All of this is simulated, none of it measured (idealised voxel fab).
process module | voxel wiring stack
cross-section cut | 185 nm wide | cells 5 nm
A cross-section is a grid of square cells, given in bands from the top down. A band is one or more rows of cells.
Each band's line starts with the height of the band's top and of its bottom, in nm. Then come its materials from left to right, each with its width in nm. One material with "throughout" fills the band from edge to edge. "air" is empty space.
Height 0 is the level under which the wafer as received is all one material. The lowest band goes on downwards, as in "0 down".
A width such as "30 to 40" changes by the same amount from each row of cells to the next, from the band's top row to its bottom row.
"no change" after a step means that no cell of the cross-section changed.
closed voids: empty space of 8 cells or more with no open way to the top, each as width x height at its distance from the left edge, in nm
after a step's settings: what the simulator itself notes on the step
overlay nm, on a step with a mask: how far to the right of its planned place the mask lay; to the left if negative
plan
1 op RECEIVE | material Si
2 op CONFORMAL_DEP | material SiO2 | thk nm 15
3 op CONFORMAL_DEP | material SiCN | thk nm 5
4 op DIRECTIONAL_DEP | material SiO2 | thk nm 20
5 op MASKED_ETCH | tone open | mask id METAL_1 | width nm 30 | pitch nm 60 | etch materials SiO2 | depth nm 20 | overlay nm 0
6 op MASKED_ETCH | tone open | mask id METAL_1 | width nm 30 | pitch nm 60 | etch materials SiCN | depth nm 5 | overlay nm 0
7 op CONFORMAL_DEP | material TiN | thk nm 5
8 op FILL_DEP | material Ru | thk nm 10
9 op CMP | height nm 40
10 op CONFORMAL_DEP | material SiCN | thk nm 5
11 op DIRECTIONAL_DEP | material SiO2 | thk nm 25
12 op PATTERN | tone open | mask id METAL_2 | material resist | width nm 30 | pitch nm 60 | thk nm 15 | overlay nm 0
13 op DIRECTIONAL_ETCH | etch materials SiO2 | depth nm 15
14 op STRIP | etch materials resist
15 op MASKED_ETCH | tone open | mask id METAL_2_HOLES | width nm 15 | pitch nm 60 | etch materials SiO2 | depth nm 10 | overlay nm 0
16 op MASKED_ETCH | tone open | mask id METAL_2_HOLES | width nm 15 | pitch nm 60 | etch materials SiCN | depth nm 5 | overlay nm 0
17 op CONFORMAL_DEP | material TiN | thk nm 5
18 op FILL_DEP | material Cu | thk nm 10
19 op CMP | height nm 70
20 op CONFORMAL_DEP | material SiCN | thk nm 5
21 op DIRECTIONAL_DEP | material SiO2 | thk nm 35
22 op MASKED_ETCH | tone open | mask id METAL_3_HOLES | width nm 15 | pitch nm 120 | etch materials SiO2 | depth nm 35 | overlay nm 0
23 op MASKED_ETCH | tone open | mask id METAL_3 | width nm 30 | pitch nm 60 | etch materials SiO2 | depth nm 20 | overlay nm 0
24 op MASKED_ETCH | tone open | mask id METAL_3 | width nm 30 | pitch nm 60 | etch materials SiCN | depth nm 5 | overlay nm 0
25 op CONFORMAL_DEP | material TiN | thk nm 5
26 op FILL_DEP | material Ru | thk nm 5
27 op CMP | height nm 110
28 op CONFORMAL_DEP | material SiCN | thk nm 5
as received, after step 1
  0 down: Si throughout
  closed voids: none
a wafer at the end: this start, this plan, one mistake
  115 to 110: SiCN throughout
  110 to 95: SiO2 15 | TiN 5 | Ru 20 | TiN 5 | SiO2 30 | TiN 5 | Ru 20 | TiN 5 | SiO2 30 | TiN 5 | Ru 20 | TiN 5 | SiO2 20
  95 to 90: SiO2 15 | TiN 5 | Ru 5 | TiN 20 | SiO2 30 | TiN 30 | SiO2 30 | TiN 5 | Ru 5 | TiN 20 | SiO2 20
  90 to 75: SiO2 15 | TiN 5 | Ru 5 | TiN 5 | SiO2 105 | TiN 5 | Ru 5 | TiN 5 | SiO2 35
  75 to 70: SiCN 15 | TiN 15 | SiCN 105 | TiN 15 | SiCN 35
  70 to 60: SiO2 15 | TiN 5 | Cu 20 | TiN 5 | SiO2 30 | TiN 5 | Cu 20 | TiN 5 | SiO2 30 | TiN 5 | Cu 20 | TiN 5 | SiO2 20
  60 to 55: SiO2 15 | TiN 5 | Cu 5 | TiN 20 | SiO2 30 | TiN 5 | Cu 5 | TiN 20 | SiO2 30 | TiN 5 | Cu 5 | TiN 20 | SiO2 20
  55 to 45: SiO2 15 | TiN 5 | Cu 5 | TiN 5 | SiO2 45 | TiN 5 | Cu 5 | TiN 5 | SiO2 45 | TiN 5 | Cu 5 | TiN 5 | SiO2 35
  45 to 40: SiCN 15 | TiN 15 | SiCN 45 | TiN 15 | SiCN 45 | TiN 15 | SiCN 35
  40 to 25: SiO2 15 | TiN 5 | Ru 20 | TiN 5 | SiO2 30 | TiN 5 | Ru 20 | TiN 5 | SiO2 30 | TiN 5 | Ru 20 | TiN 5 | SiO2 20
  25 to 20: SiO2 15 | TiN 30 | SiO2 30 | TiN 30 | SiO2 30 | TiN 30 | SiO2 20
  20 to 5: SiO2 throughout
  5 to 0: SiCN throughout
  0 down: Si throughout
  closed voids: none
what went wrong: steps 2 and 3 were swapped
